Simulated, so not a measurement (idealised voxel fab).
The following process module bears the name voxel ribs on slabs.
Square cells of 5 nm make up the cross-section cut, whose width is 155 nm.
Square cells in a grid make up a cross-section in this document, and the grid is given as bands, listed from the top down, each one or more rows of cells. Heads up on the band format: heights come first, top then bottom, in nm. After that it's the materials left to right, each with its width in nm. A single material flagged "everywhere" fills the whole band edge to edge, and "empty" means there's empty space there. Convention: height 0 is the level below which the wafer, as received, is all one material. The lowest band does not terminate at the bottom but continues downward, represented as "z 0 and below". Read "30 to 40" as a graded width: first number on top, second number at the bottom, same change between each pair of neighbouring rows. For the purposes of this document, the phrase "remained the same" attached to a step denotes that no cell within the cross-section was modified by that step. Closed-off voids of 8+ cells (no open route to the top) go in "Enclosed empty spaces", written width x height at distance from the left edge, in nm. Read whatever lies past the settings on a step's line as the simulator's own remark about the step. The optional step-line setting "overlay nm" applies to steps with a mask and quantifies how far to the right of its planned location the mask lay, a negative value indicating leftward placement.

SO HERE'S THE LINEUP OF PROCESS STEPS WE PLANNED
1,RECEIVE (material Si)
2,DIRECTIONAL_DEP (material SiO2; thk nm 20)
3,DIRECTIONAL_DEP (material polySi; thk nm 25)
4,PATTERN (tone cover; mask id RIB; material resist; width nm 25; thk nm 15; overlay nm 0)
5,DIRECTIONAL_ETCH (etch materials polySi; depth nm 5)
6,STRIP (etch materials resist)
7,MASKED_ETCH (tone cover; mask id SLAB; width nm 85; etch materials polySi; depth nm 20; overlay nm 0)
8,FILL_DEP (material SiO2; thk nm 30)
9,CMP (height nm 65)
10,DIRECTIONAL_DEP (material TiN; thk nm 10)
11,DIRECTIONAL_DEP (material aC; thk nm 10)
12,PATTERN (tone cover; mask id HEATER; material resist; width nm 35; thk nm 30; overlay nm 0)
13,DIRECTIONAL_ETCH (etch materials aC; depth nm 10)
14,STRIP (etch materials resist)
15,DIRECTIONAL_ETCH (etch materials TiN; depth nm 10)
16,STRIP (etch materials aC)
17,CONFORMAL_DEP (material SiN; thk nm 10)

RUN AS PLANNED: FIRST OF TWO WAFERS

AS RECEIVED (POST STEP 1): CROSS-SECTION
- z 0 and below: Si everywhere
- Enclosed empty spaces: none

AFTER STEP 2, IN CROSS-SECTION
- z 20 to 0: SiO2 everywhere
- All layers under 0 are left as they were.

AFTER STEP 3, IN CROSS-SECTION
- z 45 to 20: polySi everywhere
- All layers under 20 are left as they were.

AFTER STEP 4, IN CROSS-SECTION
- z 60 to 45: empty 65 nm  resist 25 nm  empty 65 nm
- All layers under 45 are left as they were.

AFTER STEP 5, IN CROSS-SECTION
- z 60 to 45: empty 65 nm  resist 25 nm  empty 65 nm
- z 45 to 40: empty 65 nm  polySi 25 nm  empty 65 nm
- All layers under 40 are left as they were.

AFTER STEP 6, IN CROSS-SECTION
- z 45 to 40: empty 65 nm  polySi 25 nm  empty 65 nm
- All layers under 40 are left as they were.

AFTER STEP 7, IN CROSS-SECTION
- z 45 to 40: empty 65 nm  polySi 25 nm  empty 65 nm
- z 40 to 20: empty 35 nm  polySi 85 nm  empty 35 nm
- All layers under 20 are left as they were.

AFTER STEP 8, IN CROSS-SECTION
- z 75 to 45: SiO2 everywhere
- z 45 to 40: SiO2 65 nm  polySi 25 nm  SiO2 65 nm
- z 40 to 20: SiO2 35 nm  polySi 85 nm  SiO2 35 nm
- All layers under 20 are left as they were.

AFTER STEP 9, IN CROSS-SECTION
- z 65 to 45: SiO2 everywhere
- All layers under 45 are left as they were.

AFTER STEP 10, IN CROSS-SECTION
- z 75 to 65: TiN everywhere
- All layers under 65 are left as they were.

AFTER STEP 11, IN CROSS-SECTION
- z 85 to 75: aC everywhere
- All layers under 75 are left as they were.

AFTER STEP 12, IN CROSS-SECTION
- z 115 to 85: empty 60 nm  resist 35 nm  empty 60 nm
- All layers under 85 are left as they were.

AFTER STEP 13, IN CROSS-SECTION
- z 105 to 85: empty 60 nm  resist 35 nm  empty 60 nm
- z 85 to 75: empty 60 nm  aC 35 nm  empty 60 nm
- All layers under 75 are left as they were.

AFTER STEP 14, IN CROSS-SECTION
- z 85 to 75: empty 60 nm  aC 35 nm  empty 60 nm
- All layers under 75 are left as they were.

AFTER STEP 15, IN CROSS-SECTION
- z 85 to 75: empty 60 nm  aC 35 nm  empty 60 nm
- z 75 to 65: empty 60 nm  TiN 35 nm  empty 60 nm
- All layers under 65 are left as they were.

AFTER STEP 16, IN CROSS-SECTION
- z 75 to 65: empty 60 nm  TiN 35 nm  empty 60 nm
- All layers under 65 are left as they were.

AFTER STEP 17, IN CROSS-SECTION
- z 85 to 75: empty 50 nm  SiN 55 nm  empty 50 nm
- z 75 to 65: SiN 60 nm  TiN 35 nm  SiN 60 nm
- All layers under 65 are left as they were.

THE SECOND WAFER: COMMON ORIGIN AND PLAN, ONE MISTAKE IN EXECUTION, IDENTICAL TO THE FIRST THROUGH STEP 1

LOOK AT THE SECOND WAFER IN CROSS-SECTION AT THE TIME STEP 2 OUGHT TO HAVE FINISHED
- z 25 to 0: polySi everywhere
- All layers under 0 are left as they were.

LOOK AT THE SECOND WAFER IN CROSS-SECTION AT THE TIME STEP 3 OUGHT TO HAVE FINISHED
- z 45 to 25: SiO2 everywhere
- All layers under 25 are left as they were.

LOOK AT THE SECOND WAFER IN CROSS-SECTION AT THE TIME STEP 4 OUGHT TO HAVE FINISHED
- z 60 to 45: empty 65 nm  resist 25 nm  empty 65 nm
- All layers under 45 are left as they were.

Look at the second wafer in cross-section at the time step 5 ought to have finished: remained the same

LOOK AT THE SECOND WAFER IN CROSS-SECTION AT THE TIME STEP 6 OUGHT TO HAVE FINISHED
- z 45 to 25: SiO2 everywhere
- All layers under 25 are left as they were.

Look at the second wafer in cross-section at the time step 7 ought to have finished: remained the same

LOOK AT THE SECOND WAFER IN CROSS-SECTION AT THE TIME STEP 8 OUGHT TO HAVE FINISHED
- z 75 to 25: SiO2 everywhere
- All layers under 25 are left as they were.

LOOK AT THE SECOND WAFER IN CROSS-SECTION AT THE TIME STEP 9 OUGHT TO HAVE FINISHED
- z 65 to 25: SiO2 everywhere
- All layers under 25 are left as they were.

LOOK AT THE SECOND WAFER IN CROSS-SECTION AT THE TIME STEP 10 OUGHT TO HAVE FINISHED
- z 75 to 65: TiN everywhere
- All layers under 65 are left as they were.

LOOK AT THE SECOND WAFER IN CROSS-SECTION AT THE TIME STEP 11 OUGHT TO HAVE FINISHED
- z 85 to 75: aC everywhere
- All layers under 75 are left as they were.

LOOK AT THE SECOND WAFER IN CROSS-SECTION AT THE TIME STEP 12 OUGHT TO HAVE FINISHED
- z 115 to 85: empty 60 nm  resist 35 nm  empty 60 nm
- All layers under 85 are left as they were.

LOOK AT THE SECOND WAFER IN CROSS-SECTION AT THE TIME STEP 13 OUGHT TO HAVE FINISHED
- z 105 to 85: empty 60 nm  resist 35 nm  empty 60 nm
- z 85 to 75: empty 60 nm  aC 35 nm  empty 60 nm
- All layers under 75 are left as they were.

LOOK AT THE SECOND WAFER IN CROSS-SECTION AT THE TIME STEP 14 OUGHT TO HAVE FINISHED
- z 85 to 75: empty 60 nm  aC 35 nm  empty 60 nm
- All layers under 75 are left as they were.

LOOK AT THE SECOND WAFER IN CROSS-SECTION AT THE TIME STEP 15 OUGHT TO HAVE FINISHED
- z 85 to 75: empty 60 nm  aC 35 nm  empty 60 nm
- z 75 to 65: empty 60 nm  TiN 35 nm  empty 60 nm
- All layers under 65 are left as they were.

LOOK AT THE SECOND WAFER IN CROSS-SECTION AT THE TIME STEP 16 OUGHT TO HAVE FINISHED
- z 75 to 65: empty 60 nm  TiN 35 nm  empty 60 nm
- All layers under 65 are left as they were.

LOOK AT THE SECOND WAFER IN CROSS-SECTION AT THE TIME STEP 17 OUGHT TO HAVE FINISHED
- z 85 to 75: empty 50 nm  SiN 55 nm  empty 50 nm
- z 75 to 65: SiN 60 nm  TiN 35 nm  SiN 60 nm
- All layers under 65 are left as they were.
Nonconformance to the process plan: sequence error: steps 2 and 3 interchanged
End of process, cell counts, second wafer against first, materials with more or fewer: SiO2 -82, polySi +82
